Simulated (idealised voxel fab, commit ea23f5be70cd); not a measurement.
Presented below is a process module, voxel transistor to metal.
The figure presents cross-section cut, which has a width of 165 nm and is divided into square cells with an edge length of 5 nm.
Each cross-section below is a grid of square cells, stated as bands in top-down order, with one or more rows of cells making up each band.
The band entry comprises the height of the band's top followed by the height of its bottom, expressed in nm, and subsequently the band's materials from left to right, each stated together with its width in nm. Where a single material is marked with the word "all across", that material fills the band from edge to edge. The word "air" represents empty space.
Below 0: as-received wafer, all one material; heights counted from there. Lowest band: no bottom, goes on down, written "0..down".
Read "30 to 40" as a graded width: first number on top, second number at the bottom, same change between each pair of neighbouring rows.
"no modifications" means the step left every cell of the cross-section as it was.
Each empty space that has no open way to the top and spans at least 8 cells appears under "Completely sealed voids" as width x height at distance, the distance counted from the left edge, all in nm.
What comes after the settings on a step's line is commentary from the simulator itself on that step.
overlay nm: on a step with a mask, how far right of its planned place the mask lay; negative means left.

-- The steps planned for the process are as follows
1,op RECEIVE | material Si
2,op CONFORMAL_DEP | material SiO2 | thk nm 5
3,op CONFORMAL_DEP | material SiN | thk nm 10
4,op PATTERN | tone cover | mask id ACTIVE | material resist | width nm 105 | thk nm 20 | overlay nm 0
5,op DIRECTIONAL_ETCH | etch materials SiN | depth nm 10
6,op DIRECTIONAL_ETCH | etch materials SiO2 | depth nm 5
7,op DIRECTIONAL_ETCH | etch materials Si | depth nm 25
8,op STRIP | etch materials resist
9,op FILL_DEP | material SiO2 | thk nm 10
10,op CMP | height nm 15
11,op SELECTIVE_ETCH | etch materials SiO2 | depth nm 10
12,op STRIP | etch materials SiN
13,op SELECTIVE_ETCH | etch materials SiO2 | depth nm 5
14,op OXIDIZE | depth nm 5
15,op DIRECTIONAL_DEP | material polySi | thk nm 30
16,op DIRECTIONAL_DEP | material SiCN | thk nm 15
17,op PATTERN | tone cover | mask id GATE | material resist | width nm 25 | thk nm 20 | overlay nm 0
18,op DIRECTIONAL_ETCH | etch materials SiCN | depth nm 25
19,op DIRECTIONAL_ETCH | etch materials polySi | depth nm 40
20,op STRIP | etch materials resist
21,op CONFORMAL_DEP | material SiN | thk nm 10
22,op DIRECTIONAL_ETCH | etch materials SiN | depth nm 10
23,op DIRECTIONAL_ETCH | etch materials SiO2 | depth nm 5
24,op DIRECTIONAL_ETCH | etch materials Si | depth nm 15
25,op EPI | material SiGe | thk nm 15
26,op FILL_DEP | material SiO2 | thk nm 10
27,op CMP | height nm 45
28,op DIRECTIONAL_DEP | material SiO2 | thk nm 15
29,op PATTERN | tone open | mask id CONTACT | material resist | width nm 25 | pitch nm 60 | thk nm 20 | overlay nm 0
30,op DIRECTIONAL_ETCH | etch materials SiO2 | depth nm 65
31,op STRIP | etch materials resist
32,op CONFORMAL_DEP | material TiN | thk nm 5
33,op FILL_DEP | material W | thk nm 5
34,op CMP | height nm 60
35,op CONFORMAL_DEP | material SiCN | thk nm 5
36,op DIRECTIONAL_DEP | material SiO2 | thk nm 20
37,op MASKED_ETCH | tone open | mask id METAL_1 | width nm 15 | pitch nm 70 | etch materials SiO2 | depth nm 20 | overlay nm 0
38,op MASKED_ETCH | tone open | mask id METAL_1 | width nm 15 | pitch nm 70 | etch materials SiCN | depth nm 5 | overlay nm 0
39,op CONFORMAL_DEP | material TiN | thk nm 5
40,op FILL_DEP | material Cu | thk nm 5
41,op CMP | height nm 85
42,op CONFORMAL_DEP | material SiN | thk nm 5

-- first wafer, as planned

-- Cross-section: wafer on arrival = after step 1
	0..down = Si all across
	Completely sealed voids: none

-- State of the wafer after step 2, shown in cross-section
	5..0 = SiO2 all across
	All layers under 0 are left as they were.

-- State of the wafer after step 3, shown in cross-section
	15..5 = SiN all across
	All layers under 5 are left as they were.

-- State of the wafer after step 4, shown in cross-section
	35..15 = air (30); resist (105); air (30)
	All layers under 15 are left as they were.

-- State of the wafer after step 5, shown in cross-section
	35..15 = air (30); resist (105); air (30)
	15..5 = air (30); SiN (105); air (30)
	All layers under 5 are left as they were.

-- State of the wafer after step 6, shown in cross-section
	35..15 = air (30); resist (105); air (30)
	15..5 = air (30); SiN (105); air (30)
	5..0 = air (30); SiO2 (105); air (30)
	All layers under 0 are left as they were.

-- State of the wafer after step 7, shown in cross-section
	35..15 = air (30); resist (105); air (30)
	15..5 = air (30); SiN (105); air (30)
	5..0 = air (30); SiO2 (105); air (30)
	0..-25 = air (30); Si (105); air (30)
	All layers under -25 are left as they were.

-- State of the wafer after step 8, shown in cross-section
	15..5 = air (30); SiN (105); air (30)
	All layers under 5 are left as they were.

-- State of the wafer after step 9, shown in cross-section
	25..15 = SiO2 all across
	15..5 = SiO2 (30); SiN (105); SiO2 (30)
	5..0 = SiO2 all across
	0..-25 = SiO2 (30); Si (105); SiO2 (30)
	All layers under -25 are left as they were.

-- State of the wafer after step 10, shown in cross-section
	15..5 = SiO2 (30); SiN (105); SiO2 (30)
	All layers under 5 are left as they were.

-- State of the wafer after step 11, shown in cross-section
	15..5 = air (30); SiN (105); air (30)
	All layers under 5 are left as they were.

-- State of the wafer after step 12, shown in cross-section
	5..0 = SiO2 all across
	All layers under 0 are left as they were.

-- State of the wafer after step 13, shown in cross-section
	0..-25 = SiO2 (30); Si (105); SiO2 (30)
	All layers under -25 are left as they were.

-- State of the wafer after step 14, shown in cross-section
	0..-5 = SiO2 all across
	All layers under -5 are left as they were.

-- State of the wafer after step 15, shown in cross-section
	30..0 = polySi all across
	All layers under 0 are left as they were.

-- State of the wafer after step 16, shown in cross-section
	45..30 = SiCN all across
	All layers under 30 are left as they were.

-- State of the wafer after step 17, shown in cross-section
	65..45 = air (70); resist (25); air (70)
	All layers under 45 are left as they were.

-- State of the wafer after step 18, shown in cross-section
	65..45 = air (70); resist (25); air (70)
	45..30 = air (70); SiCN (25); air (70)
	All layers under 30 are left as they were.

-- State of the wafer after step 19, shown in cross-section
	65..45 = air (70); resist (25); air (70)
	45..30 = air (70); SiCN (25); air (70)
	30..0 = air (70); polySi (25); air (70)
	All layers under 0 are left as they were.

-- State of the wafer after step 20, shown in cross-section
	45..30 = air (70); SiCN (25); air (70)
	All layers under 30 are left as they were.

-- State of the wafer after step 21, shown in cross-section
	55..45 = air (60); SiN (45); air (60)
	45..30 = air (60); SiN (10); SiCN (25); SiN (10); air (60)
	30..10 = air (60); SiN (10); polySi (25); SiN (10); air (60)
	10..0 = SiN (70); polySi (25); SiN (70)
	All layers under 0 are left as they were.

-- State of the wafer after step 22, shown in cross-section
	45..30 = air (60); SiN (10); SiCN (25); SiN (10); air (60)
	30..0 = air (60); SiN (10); polySi (25); SiN (10); air (60)
	All layers under 0 are left as they were.

-- State of the wafer after step 23, shown in cross-section
	45..30 = air (60); SiN (10); SiCN (25); SiN (10); air (60)
	30..0 = air (60); SiN (10); polySi (25); SiN (10); air (60)
	0..-5 = air (60); SiO2 (45); air (60)
	All layers under -5 are left as they were.

-- State of the wafer after step 24, shown in cross-section
	45..30 = air (60); SiN (10); SiCN (25); SiN (10); air (60)
	30..0 = air (60); SiN (10); polySi (25); SiN (10); air (60)
	0..-5 = air (60); SiO2 (45); air (60)
	-5..-20 = SiO2 (30); air (30); Si (45); air (30); SiO2 (30)
	All layers under -20 are left as they were.

-- State of the wafer after step 25, shown in cross-section
	45..30 = air (60); SiN (10); SiCN (25); SiN (10); air (60)
	30..10 = air (60); SiN (10); polySi (25); SiN (10); air (60)
	10..0 = air (45); SiGe (15); SiN (10); polySi (25); SiN (10); SiGe (15); air (45)
	0..-5 = air (45); SiGe (15); SiO2 (45); SiGe (15); air (45)
	-5..-20 = SiO2 (30); SiGe (30); Si (45); SiGe (30); SiO2 (30)
	All layers under -20 are left as they were.

-- State of the wafer after step 26, shown in cross-section
	55..45 = SiO2 all across
	45..30 = SiO2 (60); SiN (10); SiCN (25); SiN (10); SiO2 (60)
	30..10 = SiO2 (60); SiN (10); polySi (25); SiN (10); SiO2 (60)
	10..0 = SiO2 (45); SiGe (15); SiN (10); polySi (25); SiN (10); SiGe (15); SiO2 (45)
	0..-5 = SiO2 (45); SiGe (15); SiO2 (45); SiGe (15); SiO2 (45)
	All layers under -5 are left as they were.

-- State of the wafer after step 27, shown in cross-section
	45..30 = SiO2 (60); SiN (10); SiCN (25); SiN (10); SiO2 (60)
	All layers under 30 are left as they were.

-- State of the wafer after step 28, shown in cross-section
	60..45 = SiO2 all across
	All layers under 45 are left as they were.

-- State of the wafer after step 29, shown in cross-section
	80..60 = resist (40); air (25); resist (35); air (25); resist (40)
	All layers under 60 are left as they were.

-- State of the wafer after step 30, shown in cross-section
	80..60 = resist (40); air (25); resist (35); air (25); resist (40)
	60..45 = SiO2 (40); air (25); SiO2 (35); air (25); SiO2 (40)
	45..30 = SiO2 (40); air (20); SiN (10); SiCN (25); SiN (10); air (20); SiO2 (40)
	30..10 = SiO2 (40); air (20); SiN (10); polySi (25); SiN (10); air (20); SiO2 (40)
	10..0 = SiO2 (40); air (5); SiGe (15); SiN (10); polySi (25); SiN (10); SiGe (15); air (5); SiO2 (40)
	0..-5 = SiO2 (40); air (5); SiGe (15); SiO2 (45); SiGe (15); air (5); SiO2 (40)
	All layers under -5 are left as they were.

-- State of the wafer after step 31, shown in cross-section
	60..45 = SiO2 (40); air (25); SiO2 (35); air (25); SiO2 (40)
	All layers under 45 are left as they were.

-- State of the wafer after step 32, shown in cross-section
	65..60 = TiN (45); air (15); TiN (45); air (15); TiN (45)
	60..50 = SiO2 (40); TiN (5); air (15); TiN (5); SiO2 (35); TiN (5); air (15); TiN (5); SiO2 (40)
	50..45 = SiO2 (40); TiN (5); air (10); TiN (10); SiO2 (35); TiN (10); air (10); TiN (5); SiO2 (40)
	45..30 = SiO2 (40); TiN (5); air (10); TiN (5); SiN (10); SiCN (25); SiN (10); TiN (5); air (10); TiN (5); SiO2 (40)
	30..15 = SiO2 (40); TiN (5); air (10); TiN (5); SiN (10); polySi (25); SiN (10); TiN (5); air (10); TiN (5); SiO2 (40)
	15..10 = SiO2 (40); TiN (20); SiN (10); polySi (25); SiN (10); TiN (20); SiO2 (40)
	10..0 = SiO2 (40); TiN (5); SiGe (15); SiN (10); polySi (25); SiN (10); SiGe (15); TiN (5); SiO2 (40)
	0..-5 = SiO2 (40); TiN (5); SiGe (15); SiO2 (45); SiGe (15); TiN (5); SiO2 (40)
	All layers under -5 are left as they were.

-- State of the wafer after step 33, shown in cross-section
	70..65 = W all across
	65..60 = TiN (45); W (15); TiN (45); W (15); TiN (45)
	60..50 = SiO2 (40); TiN (5); W (15); TiN (5); SiO2 (35); TiN (5); W (15); TiN (5); SiO2 (40)
	50..45 = SiO2 (40); TiN (5); W (10); TiN (10); SiO2 (35); TiN (10); W (10); TiN (5); SiO2 (40)
	45..30 = SiO2 (40); TiN (5); W (10); TiN (5); SiN (10); SiCN (25); SiN (10); TiN (5); W (10); TiN (5); SiO2 (40)
	30..15 = SiO2 (40); TiN (5); W (10); TiN (5); SiN (10); polySi (25); SiN (10); TiN (5); W (10); TiN (5); SiO2 (40)
	All layers under 15 are left as they were.

-- State of the wafer after step 34, shown in cross-section
	60..50 = SiO2 (40); TiN (5); W (15); TiN (5); SiO2 (35); TiN (5); W (15); TiN (5); SiO2 (40)
	All layers under 50 are left as they were.

-- State of the wafer after step 35, shown in cross-section
	65..60 = SiCN all across
	All layers under 60 are left as they were.

-- State of the wafer after step 36, shown in cross-section
	85..65 = SiO2 all across
	All layers under 65 are left as they were.

-- State of the wafer after step 37, shown in cross-section
	85..65 = SiO2 (40); air (15); SiO2 (55); air (15); SiO2 (40)
	All layers under 65 are left as they were.

-- State of the wafer after step 38, shown in cross-section
	85..65 = SiO2 (40); air (15); SiO2 (55); air (15); SiO2 (40)
	65..60 = SiCN (40); air (15); SiCN (55); air (15); SiCN (40)
	All layers under 60 are left as they were.

-- State of the wafer after step 39, shown in cross-section
	90..85 = TiN (45); air (5); TiN (65); air (5); TiN (45)
	85..65 = SiO2 (40); TiN (5); air (5); TiN (5); SiO2 (55); TiN (5); air (5); TiN (5); SiO2 (40)
	65..60 = SiCN (40); TiN (15); SiCN (55); TiN (15); SiCN (40)
	All layers under 60 are left as they were.

-- State of the wafer after step 40, shown in cross-section
	95..90 = Cu all across
	90..85 = TiN (45); Cu (5); TiN (65); Cu (5); TiN (45)
	85..65 = SiO2 (40); TiN (5); Cu (5); TiN (5); SiO2 (55); TiN (5); Cu (5); TiN (5); SiO2 (40)
	All layers under 65 are left as they were.

-- State of the wafer after step 41, shown in cross-section
	85..65 = SiO2 (40); TiN (5); Cu (5); TiN (5); SiO2 (55); TiN (5); Cu (5); TiN (5); SiO2 (40)
	All layers under 65 are left as they were.

-- State of the wafer after step 42, shown in cross-section
	90..85 = SiN all across
	All layers under 85 are left as they were.

-- The second wafer: identical to the first at the outset and in its planned sequence, differing only in that one mistake was made during processing; up to and including step 36, its path is the first wafer's path

-- Cross-section of the second wafer when, according to plan, step 37 should have finished
	85..65 = SiO2 (35); air (25); SiO2 (45); air (25); SiO2 (35)
	All layers under 65 are left as they were.

-- Cross-section of the second wafer when, according to plan, step 38 should have finished
	85..65 = SiO2 (35); air (25); SiO2 (45); air (25); SiO2 (35)
	65..60 = SiCN (40); air (15); SiCN (55); air (15); SiCN (40)
	All layers under 60 are left as they were.

-- Cross-section of the second wafer when, according to plan, step 39 should have finished
	90..85 = TiN (40); air (15); TiN (55); air (15); TiN (40)
	85..70 = SiO2 (35); TiN (5); air (15); TiN (5); SiO2 (45); TiN (5); air (15); TiN (5); SiO2 (35)
	70..65 = SiO2 (35); TiN (10); air (5); TiN (10); SiO2 (45); TiN (10); air (5); TiN (10); SiO2 (35)
	65..60 = SiCN (40); TiN (15); SiCN (55); TiN (15); SiCN (40)
	All layers under 60 are left as they were.

-- Cross-section of the second wafer when, according to plan, step 40 should have finished
	95..90 = Cu all across
	90..85 = TiN (40); Cu (15); TiN (55); Cu (15); TiN (40)
	85..70 = SiO2 (35); TiN (5); Cu (15); TiN (5); SiO2 (45); TiN (5); Cu (15); TiN (5); SiO2 (35)
	70..65 = SiO2 (35); TiN (10); Cu (5); TiN (10); SiO2 (45); TiN (10); Cu (5); TiN (10); SiO2 (35)
	All layers under 65 are left as they were.

-- Cross-section of the second wafer when, according to plan, step 41 should have finished
	85..70 = SiO2 (35); TiN (5); Cu (15); TiN (5); SiO2 (45); TiN (5); Cu (15); TiN (5); SiO2 (35)
	All layers under 70 are left as they were.

-- Cross-section of the second wafer when, according to plan, step 42 should have finished
	90..85 = SiN all across
	All layers under 85 are left as they were.
It is concluded that the wafer was processed incorrectly with respect to the plan, in that rather than as planned, step 37 actually ran as op MASKED_ETCH | tone open | mask id METAL_1 | width nm 25 | pitch nm 70 | etch materials SiO2 | depth nm 20 | overlay nm 0
At the finish, the second wafer shows more or fewer cells for some materials than the first does: Cu +12, SiO2 -16, TiN +4
